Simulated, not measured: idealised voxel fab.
This section sets out a process module, namely voxel transistor to metal.
FYI the section here is cut, 185 nm wide, cells are 5 nm squares.
How to read a cross-section here: the picture is a grid of square cells, written as bands going from the top down, and any band can span one or more rows of cells. Basically the band line says how high the top is and how high the bottom is, in nm, and then what's in it from left to right, every material with its width in nm. Empty space shows up as "empty", and if a single material carries "full width" it runs the full band edge to edge. Height 0 is the level under which the wafer as received is all one material. The lowest band goes on downwards, as in "0 nm and below". So if you see something like "30 to 40" for the width, read it as the top row of the band sitting at the first number and the bottom row at the second, with every row in between moving by the same amount as the last. "no change occurred" for a step: no cell of the cross-section changed in that step. Closed empty spaces (no open way to the top) of 8 cells or more are what "Cavities, sealed" lists, each as width x height at distance from the left edge, nm for all three. Post-settings text on a step line: simulator's own remark regarding the step. The setting "overlay nm" may be written on the line of a step. When the step uses a mask, the value reports how far to the right of the planned place the mask lay, and a negative value reports that it lay to the left.
Intended process steps:
- 1: RECEIVE [material Si]
- 2: OXIDIZE [depth nm 5]
- 3: CONFORMAL_DEP [material SiN] [thk nm 15]
- 4: MASKED_ETCH [tone cover] [mask id ACTIVE] [width nm 110] [etch materials SiN] [depth nm 15] [overlay nm 0]
- 5: MASKED_ETCH [tone cover] [mask id ACTIVE] [width nm 110] [etch materials SiO2] [depth nm 5] [overlay nm 0]
- 6: MASKED_ETCH [tone cover] [mask id ACTIVE] [width nm 110] [etch materials Si] [depth nm 30] [overlay nm 0]
- 7: FILL_DEP [material SiO2] [thk nm 10]
- 8: CMP [height nm 15]
- 9: SELECTIVE_ETCH [etch materials SiO2] [depth nm 5]
- 10: STRIP [etch materials SiN]
- 11: SELECTIVE_ETCH [etch materials SiO2] [depth nm 5]
- 12: OXIDIZE [depth nm 5]
- 13: DIRECTIONAL_DEP [material polySi] [thk nm 20]
- 14: DIRECTIONAL_DEP [material SiCN] [thk nm 15]
- 15: MASKED_ETCH [tone cover] [mask id GATE] [width nm 20] [etch materials SiCN] [depth nm 25] [overlay nm 0]
- 16: MASKED_ETCH [tone cover] [mask id GATE] [width nm 20] [etch materials polySi] [depth nm 30] [overlay nm -10]
- 17: CONFORMAL_DEP [material SiN] [thk nm 10]
- 18: DIRECTIONAL_ETCH [etch materials SiN] [depth nm 10]
- 19: DIRECTIONAL_ETCH [etch materials SiO2] [depth nm 5]
- 20: DIRECTIONAL_ETCH [etch materials Si] [depth nm 5]
- 21: EPI [material nSi] [thk nm 5]
- 22: FILL_DEP [material SiO2] [thk nm 5]
- 23: CMP [height nm 30]
- 24: DIRECTIONAL_DEP [material SiO2] [thk nm 15]
- 25: DIRECTIONAL_DEP [material aC] [thk nm 10]
- 26: PATTERN [tone open] [mask id CONTACT] [material resist] [width nm 20] [pitch nm 80] [thk nm 30] [overlay nm 0]
- 27: DIRECTIONAL_ETCH [etch materials aC] [depth nm 10]
- 28: STRIP [etch materials resist]
- 29: DIRECTIONAL_ETCH [etch materials SiO2] [depth nm 55]
- 30: STRIP [etch materials aC]
- 31: CONFORMAL_DEP [material TiN] [thk nm 5]
- 32: FILL_DEP [material Ru] [thk nm 10]
- 33: CMP [height nm 45]
- 34: CONFORMAL_DEP [material SiN] [thk nm 5]
- 35: DIRECTIONAL_DEP [material SiO2] [thk nm 15]
- 36: MASKED_ETCH [tone open] [mask id METAL_1] [width nm 20] [pitch nm 80] [etch materials SiO2] [depth nm 15] [overlay nm 0]
- 37: MASKED_ETCH [tone open] [mask id METAL_1] [width nm 20] [pitch nm 80] [etch materials SiN] [depth nm 5] [overlay nm 0]
- 38: CONFORMAL_DEP [material TiN] [thk nm 5]
- 39: FILL_DEP [material Cu] [thk nm 5]
- 40: CMP [height nm 65]
- 41: EPI [material Ru] [thk nm 5]
- 42: FILL_DEP [material SiCN] [thk nm 5]
- 43: DIRECTIONAL_DEP [material lowk] [thk nm 30]
- 44: MASKED_ETCH [tone open] [mask id METAL_2] [width nm 20] [pitch nm 80] [etch materials lowk] [depth nm 15] [overlay nm 0]
- 45: PATTERN [tone open] [mask id METAL_2_HOLES] [material resist] [width nm 15] [pitch nm 80] [thk nm 15] [overlay nm 0]
- 46: DIRECTIONAL_ETCH [etch materials lowk] [depth nm 15]
- 47: DIRECTIONAL_ETCH [etch materials SiCN] [depth nm 5]
- 48: STRIP [etch materials resist]
- 49: CONFORMAL_DEP [material TiN] [thk nm 5]
- 50: FILL_DEP [material Cu] [thk nm 10]
- 51: CMP [height nm 105]
- 52: CONFORMAL_DEP [material SiCN] [thk nm 5]
Don't read the plan's overlay nm for step 16 as applying to every wafer: that's the first wafer's value, and the wafers differ in it, though they all start identical.
First of several wafers, received after step 1, in cross-section:
- 0 nm and below | Si full width
- Cavities, sealed: none
Take any row and you have a wafer at the end of the module: how many cells of each material it has gained (+) or lost (-) since it was received, and then its closed voids:
overlay nm -10, +28 Cu, +49 Ru, -159 Si, +105 SiCN, +65 SiN, +408 SiO2, +100 TiN, +180 lowk, +14 nSi, +24 polySi, Cavities, sealed: none
overlay nm -5, +28 Cu, +50 Ru, -160 Si, +105 SiCN, +65 SiN, +411 SiO2, +100 TiN, +180 lowk, +15 nSi, +20 polySi, Cavities, sealed: none
overlay nm 0, +28 Cu, +50 Ru, -161 Si, +105 SiCN, +65 SiN, +415 SiO2, +100 TiN, +180 lowk, +16 nSi, +16 polySi, Cavities, sealed: none
overlay nm 5, +28 Cu, +50 Ru, -160 Si, +105 SiCN, +65 SiN, +411 SiO2, +100 TiN, +180 lowk, +15 nSi, +20 polySi, Cavities, sealed: none
overlay nm 10, +28 Cu, +49 Ru, -159 Si, +105 SiCN, +65 SiN, +408 SiO2, +100 TiN, +180 lowk, +14 nSi, +24 polySi, Cavities, sealed: none
